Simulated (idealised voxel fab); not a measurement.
voxel tone inversion: a process module
Section shown: cut. Width: 290 nm. Cell size: 5 nm, square.
Throughout this document, each cross-section is represented as a grid of square cells and is presented as a sequence of bands enumerated from the top downward, where a band comprises one or more rows of cells. This entry defines a band. It first specifies the height of the band's top and the height of its bottom in nm, and then specifies the band's materials from left to right, stating each material with its width in nm. The word "edge to edge" identifies a single material that fills the band from edge to edge, while the word "blank" identifies empty space. Where do heights start? At 0: under that level the wafer as delivered is made of one material only. And the lowest band has no floor; it just carries on downward, as in "z 0 and below". Per-row width for "30..40": begins at first number (top row of band), ends at second number (bottom row), increment between rows held constant. What does "remained unchanged" mean for a step? It means no cell of the cross-section changed in that step. "Closed void roster" means: voids of 8 cells or more that are shut off from the top with no open way through. Written width x height at distance, distance from the left edge, in nm. What comes after the settings on a step's line is commentary from the simulator itself on that step. overlay nm: for a step with a mask, the amount by which the mask lay right of where it was planned; a negative amount means left of it.
These are the steps we planned for the process:
1,RECEIVE (material Si)
2,CONFORMAL_DEP (material SiCN; thk nm 10)
3,DIRECTIONAL_DEP (material polySi; thk nm 15)
4,PATTERN (tone cover; mask id POSTS; material resist; width nm 20; pitch nm 50; thk nm 20; overlay nm 0)
5,DIRECTIONAL_ETCH (etch materials polySi; depth nm 15)
6,STRIP (etch materials resist)
7,FILL_DEP (material lowk; thk nm 10)
8,CMP (height nm 25)
9,STRIP (etch materials polySi)
10,CONFORMAL_DEP (material TiN; thk nm 5)
11,FILL_DEP (material W; thk nm 10)
12,CMP (height nm 25)
13,CONFORMAL_DEP (material SiN; thk nm 5)
Incoming wafer, cross-sectional view, post step 1:
z 0 and below | Si edge to edge
Closed void roster: none
Final wafer profile in cross-section after the module, from the same start and plan as above, with one mistake made during processing:
z 30 to 25 | SiN edge to edge
z 25 to 15 | lowk edge to edge
z 15 to 0 | 110 of lowk; 20 of polySi; 30 of lowk; 20 of polySi; 110 of lowk
z 0 and below | Si edge to edge
Closed void roster: none
The mistake made against the process plan was this: heads up, step 2 of the plan was skipped and never actually ran
